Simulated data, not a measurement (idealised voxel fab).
Presented below is a process module, voxel self aligned contacts.
Cross-section cut spans 230 nm and uses square cells 5 nm in size.
Cross-section, as written here: a square-cell grid given band by band from the top down, where a band holds one or more rows of cells. Band entry format. Leading values: height of top, height of bottom, nm. Remainder: materials in left-to-right order, each with its width in nm. Special words: "edge to edge" on a single material, which then fills the band edge to edge; "empty", empty space. Convention: height 0 is the level below which the wafer, as received, is all one material. The lowest band does not terminate at the bottom but continues downward, represented as "0..down". Width: "30..40" (first number = top row, second number = bottom row, same change from row to row of cells). "same as before", as given for a step, is the statement that not any cell of the cross-section underwent a change during that step. Closed empty spaces (no open way to the top) of 8 cells or more are what "Closed void list" lists, each as width x height at distance from the left edge, nm for all three. If you see something after the settings on a step's line, that's the simulator's own remark about that step. A step line may carry the setting "overlay nm", which, for steps involving a mask, states the distance by which the mask lay to the right of its intended position; negative values denote displacement to the left.
THIS SECTION LISTS THE PROCESS STEPS THAT WERE PLANNED
1,RECEIVE (material Si)
2,OXIDIZE (depth nm 5)
3,DIRECTIONAL_DEP (material polySi; thk nm 20)
4,DIRECTIONAL_DEP (material SiN; thk nm 25)
5,MASKED_ETCH (tone cover; mask id GATE; width nm 35; pitch nm 75; etch materials SiN; depth nm 25; overlay nm 0)
6,MASKED_ETCH (tone cover; mask id GATE; width nm 35; pitch nm 75; etch materials polySi; depth nm 20; overlay nm 0)
7,CONFORMAL_DEP (material SiN; thk nm 10)
8,DIRECTIONAL_ETCH (etch materials SiN; depth nm 10)
9,FILL_DEP (material SiO2; thk nm 15)
10,CMP (height nm 50)
11,DIRECTIONAL_DEP (material aC; thk nm 10)
12,PATTERN (tone open; mask id CONTACT; material resist; width nm 60; pitch nm 75; thk nm 30; overlay nm 0)
13,DIRECTIONAL_ETCH (etch materials aC; depth nm 10)
14,STRIP (etch materials resist)
15,DIRECTIONAL_ETCH (etch materials SiO2; depth nm 55)
16,STRIP (etch materials aC)
17,CONFORMAL_DEP (material TiN; thk nm 5)
18,FILL_DEP (material Ru; thk nm 10)
19,CMP (height nm 50)
20,CONFORMAL_DEP (material SiCN; thk nm 5)
THE FIRST OF A SET OF TWO WAFERS, RUN TO PLAN
AS RECEIVED, AFTER STEP 1
0..down  Si edge to edge
Closed void list: none
WAFER XSEC, POST STEP 2
0..-5  SiO2 edge to edge
below -5: unchanged
WAFER XSEC, POST STEP 3
20..0  polySi edge to edge
below 0: unchanged
WAFER XSEC, POST STEP 4
45..20  SiN edge to edge
below 20: unchanged
WAFER XSEC, POST STEP 5
45..20  20 of empty / 35 of SiN / 40 of empty / 35 of SiN / 40 of empty / 35 of SiN / 25 of empty
below 20: unchanged
WAFER XSEC, POST STEP 6
45..20  20 of empty / 35 of SiN / 40 of empty / 35 of SiN / 40 of empty / 35 of SiN / 25 of empty
20..0  20 of empty / 35 of polySi / 40 of empty / 35 of polySi / 40 of empty / 35 of polySi / 25 of empty
below 0: unchanged
WAFER XSEC, POST STEP 7
55..20  10 of empty / 55 of SiN / 20 of empty / 55 of SiN / 20 of empty / 55 of SiN / 15 of empty
20..10  10 of empty / 10 of SiN / 35 of polySi / 10 of SiN / 20 of empty / 10 of SiN / 35 of polySi / 10 of SiN / 20 of empty / 10 of SiN / 35 of polySi / 10 of SiN / 15 of empty
10..0  20 of SiN / 35 of polySi / 40 of SiN / 35 of polySi / 40 of SiN / 35 of polySi / 25 of SiN
below 0: unchanged
WAFER XSEC, POST STEP 8
45..20  10 of empty / 55 of SiN / 20 of empty / 55 of SiN / 20 of empty / 55 of SiN / 15 of empty
20..0  10 of empty / 10 of SiN / 35 of polySi / 10 of SiN / 20 of empty / 10 of SiN / 35 of polySi / 10 of SiN / 20 of empty / 10 of SiN / 35 of polySi / 10 of SiN / 15 of empty
below 0: unchanged
WAFER XSEC, POST STEP 9
60..45  SiO2 edge to edge
45..20  10 of SiO2 / 55 of SiN / 20 of SiO2 / 55 of SiN / 20 of SiO2 / 55 of SiN / 15 of SiO2
20..0  10 of SiO2 / 10 of SiN / 35 of polySi / 10 of SiN / 20 of SiO2 / 10 of SiN / 35 of polySi / 10 of SiN / 20 of SiO2 / 10 of SiN / 35 of polySi / 10 of SiN / 15 of SiO2
below 0: unchanged
WAFER XSEC, POST STEP 10
50..45  SiO2 edge to edge
below 45: unchanged
WAFER XSEC, POST STEP 11
60..50  aC edge to edge
below 50: unchanged
WAFER XSEC, POST STEP 12
90..60  45 of resist / 60 of empty / 15 of resist / 60 of empty / 50 of resist
below 60: unchanged
WAFER XSEC, POST STEP 13
80..60  45 of resist / 60 of empty / 15 of resist / 60 of empty / 50 of resist
60..50  45 of aC / 60 of empty / 15 of aC / 60 of empty / 50 of aC
below 50: unchanged
WAFER XSEC, POST STEP 14
60..50  45 of aC / 60 of empty / 15 of aC / 60 of empty / 50 of aC
below 50: unchanged
WAFER XSEC, POST STEP 15
60..50  45 of aC / 60 of empty / 15 of aC / 60 of empty / 50 of aC
50..45  45 of SiO2 / 60 of empty / 15 of SiO2 / 60 of empty / 50 of SiO2
45..20  10 of SiO2 / 55 of SiN / 20 of empty / 55 of SiN / 20 of empty / 55 of SiN / 15 of SiO2
20..0  10 of SiO2 / 10 of SiN / 35 of polySi / 10 of SiN / 20 of empty / 10 of SiN / 35 of polySi / 10 of SiN / 20 of empty / 10 of SiN / 35 of polySi / 10 of SiN / 15 of SiO2
0..-5  65 of SiO2 / 20 of empty / 55 of SiO2 / 20 of empty / 70 of SiO2
below -5: unchanged
WAFER XSEC, POST STEP 16
50..45  45 of SiO2 / 60 of empty / 15 of SiO2 / 60 of empty / 50 of SiO2
below 45: unchanged
WAFER XSEC, POST STEP 17
55..50  50 of TiN / 50 of empty / 25 of TiN / 50 of empty / 55 of TiN
50..45  45 of SiO2 / 25 of TiN / 10 of empty / 25 of TiN / 15 of SiO2 / 25 of TiN / 10 of empty / 25 of TiN / 50 of SiO2
45..20  10 of SiO2 / 55 of SiN / 5 of TiN / 10 of empty / 5 of TiN / 55 of SiN / 5 of TiN / 10 of empty / 5 of TiN / 55 of SiN / 15 of SiO2
20..0  10 of SiO2 / 10 of SiN / 35 of polySi / 10 of SiN / 5 of TiN / 10 of empty / 5 of TiN / 10 of SiN / 35 of polySi / 10 of SiN / 5 of TiN / 10 of empty / 5 of TiN / 10 of SiN / 35 of polySi / 10 of SiN / 15 of SiO2
0..-5  65 of SiO2 / 20 of TiN / 55 of SiO2 / 20 of TiN / 70 of SiO2
below -5: unchanged
WAFER XSEC, POST STEP 18
65..55  Ru edge to edge
55..50  50 of TiN / 50 of Ru / 25 of TiN / 50 of Ru / 55 of TiN
50..45  45 of SiO2 / 25 of TiN / 10 of Ru / 25 of TiN / 15 of SiO2 / 25 of TiN / 10 of Ru / 25 of TiN / 50 of SiO2
45..20  10 of SiO2 / 55 of SiN / 5 of TiN / 10 of Ru / 5 of TiN / 55 of SiN / 5 of TiN / 10 of Ru / 5 of TiN / 55 of SiN / 15 of SiO2
20..0  10 of SiO2 / 10 of SiN / 35 of polySi / 10 of SiN / 5 of TiN / 10 of Ru / 5 of TiN / 10 of SiN / 35 of polySi / 10 of SiN / 5 of TiN / 10 of Ru / 5 of TiN / 10 of SiN / 35 of polySi / 10 of SiN / 15 of SiO2
below 0: unchanged
WAFER XSEC, POST STEP 19
50..45  45 of SiO2 / 25 of TiN / 10 of Ru / 25 of TiN / 15 of SiO2 / 25 of TiN / 10 of Ru / 25 of TiN / 50 of SiO2
below 45: unchanged
WAFER XSEC, POST STEP 20
55..50  SiCN edge to edge
below 50: unchanged
COMPANION WAFER, THE SECOND OF TWO: SAME BEGINNING, SAME INTENDED SEQUENCE, ONE MISTAKE IN CARRYING IT OUT; THROUGH STEP 4 INCLUSIVE IT TRACKS THE FIRST EXACTLY
SECOND WAFER, CUT VIEW, END OF STEP 5 PER PLAN
45..20  25 of empty / 25 of SiN / 50 of empty / 25 of SiN / 50 of empty / 25 of SiN / 30 of empty
below 20: unchanged
SECOND WAFER, CUT VIEW, END OF STEP 6 PER PLAN
45..20  25 of empty / 25 of SiN / 50 of empty / 25 of SiN / 50 of empty / 25 of SiN / 30 of empty
20..0  20 of empty / 35 of polySi / 40 of empty / 35 of polySi / 40 of empty / 35 of polySi / 25 of empty
below 0: unchanged
SECOND WAFER, CUT VIEW, END OF STEP 7 PER PLAN
55..30  15 of empty / 45 of SiN / 30 of empty / 45 of SiN / 30 of empty / 45 of SiN / 20 of empty
30..20  10 of empty / 55 of SiN / 20 of empty / 55 of SiN / 20 of empty / 55 of SiN / 15 of empty
20..10  10 of empty / 10 of SiN / 35 of polySi / 10 of SiN / 20 of empty / 10 of SiN / 35 of polySi / 10 of SiN / 20 of empty / 10 of SiN / 35 of polySi / 10 of SiN / 15 of empty
10..0  20 of SiN / 35 of polySi / 40 of SiN / 35 of polySi / 40 of SiN / 35 of polySi / 25 of SiN
below 0: unchanged
SECOND WAFER, CUT VIEW, END OF STEP 8 PER PLAN
45..20  15 of empty / 45 of SiN / 30 of empty / 45 of SiN / 30 of empty / 45 of SiN / 20 of empty
20..0  10 of empty / 10 of SiN / 35 of polySi / 10 of SiN / 20 of empty / 10 of SiN / 35 of polySi / 10 of SiN / 20 of empty / 10 of SiN / 35 of polySi / 10 of SiN / 15 of empty
below 0: unchanged
SECOND WAFER, CUT VIEW, END OF STEP 9 PER PLAN
60..45  SiO2 edge to edge
45..20  15 of SiO2 / 45 of SiN / 30 of SiO2 / 45 of SiN / 30 of SiO2 / 45 of SiN / 20 of SiO2
20..0  10 of SiO2 / 10 of SiN / 35 of polySi / 10 of SiN / 20 of SiO2 / 10 of SiN / 35 of polySi / 10 of SiN / 20 of SiO2 / 10 of SiN / 35 of polySi / 10 of SiN / 15 of SiO2
below 0: unchanged
SECOND WAFER, CUT VIEW, END OF STEP 10 PER PLAN
50..45  SiO2 edge to edge
below 45: unchanged
SECOND WAFER, CUT VIEW, END OF STEP 11 PER PLAN
60..50  aC edge to edge
below 50: unchanged
SECOND WAFER, CUT VIEW, END OF STEP 12 PER PLAN
90..60  45 of resist / 60 of empty / 15 of resist / 60 of empty / 50 of resist
below 60: unchanged
SECOND WAFER, CUT VIEW, END OF STEP 13 PER PLAN
80..60  45 of resist / 60 of empty / 15 of resist / 60 of empty / 50 of resist
60..50  45 of aC / 60 of empty / 15 of aC / 60 of empty / 50 of aC
below 50: unchanged
SECOND WAFER, CUT VIEW, END OF STEP 14 PER PLAN
60..50  45 of aC / 60 of empty / 15 of aC / 60 of empty / 50 of aC
below 50: unchanged
SECOND WAFER, CUT VIEW, END OF STEP 15 PER PLAN
60..50  45 of aC / 60 of empty / 15 of aC / 60 of empty / 50 of aC
50..45  45 of SiO2 / 60 of empty / 15 of SiO2 / 60 of empty / 50 of SiO2
45..20  15 of SiO2 / 45 of SiN / 30 of empty / 45 of SiN / 30 of empty / 45 of SiN / 20 of SiO2
20..0  10 of SiO2 / 10 of SiN / 35 of polySi / 10 of SiN / 20 of empty / 10 of SiN / 35 of polySi / 10 of SiN / 20 of empty / 10 of SiN / 35 of polySi / 10 of SiN / 15 of SiO2
0..-5  65 of SiO2 / 20 of empty / 55 of SiO2 / 20 of empty / 70 of SiO2
below -5: unchanged
SECOND WAFER, CUT VIEW, END OF STEP 16 PER PLAN
50..45  45 of SiO2 / 60 of empty / 15 of SiO2 / 60 of empty / 50 of SiO2
below 45: unchanged
SECOND WAFER, CUT VIEW, END OF STEP 17 PER PLAN
55..50  50 of TiN / 50 of empty / 25 of TiN / 50 of empty / 55 of TiN
50..45  45 of SiO2 / 20 of TiN / 20 of empty / 20 of TiN / 15 of SiO2 / 20 of TiN / 20 of empty / 20 of TiN / 50 of SiO2
45..25  15 of SiO2 / 45 of SiN / 5 of TiN / 20 of empty / 5 of TiN / 45 of SiN / 5 of TiN / 20 of empty / 5 of TiN / 45 of SiN / 20 of SiO2
25..20  15 of SiO2 / 45 of SiN / 10 of TiN / 10 of empty / 10 of TiN / 45 of SiN / 10 of TiN / 10 of empty / 10 of TiN / 45 of SiN / 20 of SiO2
20..0  10 of SiO2 / 10 of SiN / 35 of polySi / 10 of SiN / 5 of TiN / 10 of empty / 5 of TiN / 10 of SiN / 35 of polySi / 10 of SiN / 5 of TiN / 10 of empty / 5 of TiN / 10 of SiN / 35 of polySi / 10 of SiN / 15 of SiO2
0..-5  65 of SiO2 / 20 of TiN / 55 of SiO2 / 20 of TiN / 70 of SiO2
below -5: unchanged
SECOND WAFER, CUT VIEW, END OF STEP 18 PER PLAN
65..55  Ru edge to edge
55..50  50 of TiN / 50 of Ru / 25 of TiN / 50 of Ru / 55 of TiN
50..45  45 of SiO2 / 20 of TiN / 20 of Ru / 20 of TiN / 15 of SiO2 / 20 of TiN / 20 of Ru / 20 of TiN / 50 of SiO2
45..25  15 of SiO2 / 45 of SiN / 5 of TiN / 20 of Ru / 5 of TiN / 45 of SiN / 5 of TiN / 20 of Ru / 5 of TiN / 45 of SiN / 20 of SiO2
25..20  15 of SiO2 / 45 of SiN / 10 of TiN / 10 of Ru / 10 of TiN / 45 of SiN / 10 of TiN / 10 of Ru / 10 of TiN / 45 of SiN / 20 of SiO2
20..0  10 of SiO2 / 10 of SiN / 35 of polySi / 10 of SiN / 5 of TiN / 10 of Ru / 5 of TiN / 10 of SiN / 35 of polySi / 10 of SiN / 5 of TiN / 10 of Ru / 5 of TiN / 10 of SiN / 35 of polySi / 10 of SiN / 15 of SiO2
below 0: unchanged
SECOND WAFER, CUT VIEW, END OF STEP 19 PER PLAN
50..45  45 of SiO2 / 20 of TiN / 20 of Ru / 20 of TiN / 15 of SiO2 / 20 of TiN / 20 of Ru / 20 of TiN / 50 of SiO2
below 45: unchanged
SECOND WAFER, CUT VIEW, END OF STEP 20 PER PLAN
55..50  SiCN edge to edge
below 50: unchanged
Misprocessing identified: step 5 was not run as planned; what actually ran was MASKED_ETCH (tone cover; mask id GATE; width nm 25; pitch nm 75; etch materials SiN; depth nm 25; overlay nm 0)
Final tally in cells, some materials are higher or lower on the second wafer than on the first: Ru: 20 more, SiN: 30 fewer, SiO2: 10 more
